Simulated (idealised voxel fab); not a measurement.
process module | voxel released beams
cross-section cut | 185 nm wide | cells 5 nm
A cross-section is a grid of square cells, given in bands from the top down. A band is one or more rows of cells.
Each band's line starts with the height of the band's top and of its bottom, in nm. Then come its materials from left to right, each with its width in nm. One material with "throughout" fills the band from edge to edge. "air" is empty space.
Height 0 is the level under which the wafer as received is all one material. The lowest band goes on downwards, as in "0 down".
A width such as "30 to 40" changes by the same amount from each row of cells to the next, from the band's top row to its bottom row.
"no change" after a step means that no cell of the cross-section changed.
closed voids: empty space of 8 cells or more with no open way to the top, each as width x height at its distance from the left edge, in nm
after a step's settings: what the simulator itself notes on the step
overlay nm, on a step with a mask: how far to the right of its planned place the mask lay; to the left if negative
plan
1 op RECEIVE | material Si
2 op CONFORMAL_DEP | material SiN | thk nm 5
3 op DIRECTIONAL_DEP | material SiO2 | thk nm 15
4 op PATTERN | tone open | mask id ANCHOR | material resist | width nm 30 | thk nm 20 | overlay nm 0
5 op DIRECTIONAL_ETCH | etch materials SiO2 | depth nm 15
6 op STRIP | etch materials resist
7 op CONFORMAL_DEP | material TiN | thk nm 10
8 op MASKED_ETCH | tone cover | mask id BEAM | width nm 95 | etch materials TiN | depth nm 10 | overlay nm 0
9 op STRIP | etch materials SiO2
as received, after step 1
  0 down: Si throughout
  closed voids: none
a wafer at the end: this start, this plan, one mistake
  30 to 20: air 40 | TiN 20 | air 5 | TiN 70 | air 50
  20 to 15: air 50 | TiN 10 | air 5 | TiN 10 | air 110
  15 to 5: air 50 | TiN 25 | air 110
  5 to 0: SiN throughout
  0 down: Si throughout
  closed voids: none
what went wrong: step 4 ran as: op PATTERN | tone open | mask id ANCHOR | material resist | width nm 25 | thk nm 20 | overlay nm 0
